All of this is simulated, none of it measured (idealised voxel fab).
This is a process module. Its name is voxel wiring stack.
It is cross-section cut that appears here, measuring 210 nm in width, its square cells being 5 nm in size.
For the purposes of this document, a cross-section shall be understood as a grid of square cells, specified as bands listed in top-to-bottom order, each band consisting of one or more rows of cells. The band entry comprises the height of the band's top followed by the height of its bottom, expressed in nm, and subsequently the band's materials from left to right, each stated together with its width in nm. Where a single material is marked with the word "everywhere", that material fills the band from edge to edge. The word "empty" represents empty space. Note: height 0 marks the level under which the wafer is uniformly one material as received. Lowest band unbounded below, written "0 and below". Read "30 to 40" as a graded width: first number on top, second number at the bottom, same change between each pair of neighbouring rows. "remained the same" for a step: no cell of the cross-section changed in that step. In the "Sealed voids" entry, you get each enclosed empty space of 8 cells or more, one with no open way to the top, written width x height at distance, distance from the left edge, in nm. Note: text after step settings on the step line = simulator remark on that step. overlay nm: for a step with a mask, the amount by which the mask lay right of where it was planned; a negative amount means left of it.
## The planned process steps are enumerated hereunder
1 RECEIVE (material Si)
2 CONFORMAL_DEP (material SiO2; thk nm 10)
3 CONFORMAL_DEP (material SiCN; thk nm 5)
4 DIRECTIONAL_DEP (material SiO2; thk nm 25)
5 PATTERN (tone open; mask id METAL_1; material resist; width nm 30; pitch nm 60; thk nm 20; overlay nm 0)
6 DIRECTIONAL_ETCH (etch materials SiO2; depth nm 25)
7 DIRECTIONAL_ETCH (etch materials SiCN; depth nm 5)
8 STRIP (etch materials resist)
9 CONFORMAL_DEP (material TiN; thk nm 5)
10 FILL_DEP (material Cu; thk nm 5)
11 CMP (height nm 40)
12 CONFORMAL_DEP (material SiCN; thk nm 5)
13 DIRECTIONAL_DEP (material lowk; thk nm 25)
14 PATTERN (tone open; mask id METAL_2_HOLES; material resist; width nm 15; pitch nm 60; thk nm 20; overlay nm 0)
15 DIRECTIONAL_ETCH (etch materials lowk; depth nm 25)
16 STRIP (etch materials resist)
17 PATTERN (tone open; mask id METAL_2; material resist; width nm 30; pitch nm 60; thk nm 20; overlay nm -15)
18 DIRECTIONAL_ETCH (etch materials lowk; depth nm 15)
19 DIRECTIONAL_ETCH (etch materials SiCN; depth nm 5)
20 STRIP (etch materials resist)
21 CONFORMAL_DEP (material TiN; thk nm 5)
22 FILL_DEP (material Ru; thk nm 10)
23 CMP (height nm 70)
24 CONFORMAL_DEP (material SiCN; thk nm 5)
25 DIRECTIONAL_DEP (material SiO2; thk nm 15)
26 PATTERN (tone open; mask id PLUG_2; material resist; width nm 15; thk nm 15; overlay nm 0)
27 DIRECTIONAL_ETCH (etch materials SiO2; depth nm 15)
28 DIRECTIONAL_ETCH (etch materials SiCN; depth nm 5)
29 STRIP (etch materials resist)
30 EPI (material Ru; thk nm 10)
31 EPI (material Ru; thk nm 10)
32 DIRECTIONAL_DEP (material TiN; thk nm 5)
33 DIRECTIONAL_DEP (material Ru; thk nm 20)
34 PATTERN (tone cover; mask id METAL_3; material resist; width nm 30; pitch nm 60; thk nm 20; overlay nm 0)
35 DIRECTIONAL_ETCH (etch materials Ru; depth nm 20)
36 DIRECTIONAL_ETCH (etch materials TiN; depth nm 5)
37 STRIP (etch materials resist)
38 CONFORMAL_DEP (material SiCN; thk nm 5)
39 FILL_DEP (material SiO2; thk nm 10)
40 CMP (height nm 115)
41 CONFORMAL_DEP (material SiCN; thk nm 5)
42 DIRECTIONAL_DEP (material SiO2; thk nm 30)
43 PATTERN (tone open; mask id METAL_4_HOLES; material resist; width nm 15; pitch nm 60; thk nm 15; overlay nm 0)
44 DIRECTIONAL_ETCH (etch materials SiO2; depth nm 30)
45 STRIP (etch materials resist)
46 MASKED_ETCH (tone open; mask id METAL_4; width nm 30; pitch nm 60; etch materials SiO2; depth nm 15; overlay nm 0)
47 MASKED_ETCH (tone open; mask id METAL_4; width nm 30; pitch nm 60; etch materials SiCN; depth nm 5; overlay nm 0)
48 CONFORMAL_DEP (material TiN; thk nm 5)
49 FILL_DEP (material Cu; thk nm 10)
50 CMP (height nm 150)
51 CONFORMAL_DEP (material SiCN; thk nm 5)
Keep in mind the plan's value for the overlay nm of step 17 comes from the first wafer; the wafers don't share that setting, but they do share the same starting point.
## First of several wafers (as received, post step 1), cross-sectional view
    0 and below: Si everywhere
    Sealed voids: none
## Each row below is a wafer at the end of the module, listing for every material the number of cells it has gained (+) or lost (-) since it was received, followed by its closed voids
overlay nm -15, +64 Cu, +82 Ru, +229 SiCN, +653 SiO2, +112 TiN, +162 lowk, Sealed voids: none
overlay nm -10, +64 Cu, +82 Ru, +229 SiCN, +653 SiO2, +112 TiN, +162 lowk, Sealed voids: none
overlay nm -5, +64 Cu, +82 Ru, +229 SiCN, +653 SiO2, +112 TiN, +162 lowk, Sealed voids: none
overlay nm 0, +64 Cu, +82 Ru, +229 SiCN, +653 SiO2, +112 TiN, +162 lowk, Sealed voids: none
overlay nm 5, +64 Cu, +84 Ru, +231 SiCN, +653 SiO2, +114 TiN, +156 lowk, Sealed voids: none
overlay nm 10, +64 Cu, +88 Ru, +233 SiCN, +653 SiO2, +114 TiN, +150 lowk, Sealed voids: none
overlay nm 15, +64 Cu, +92 Ru, +235 SiCN, +653 SiO2, +114 TiN, +144 lowk, Sealed voids: none
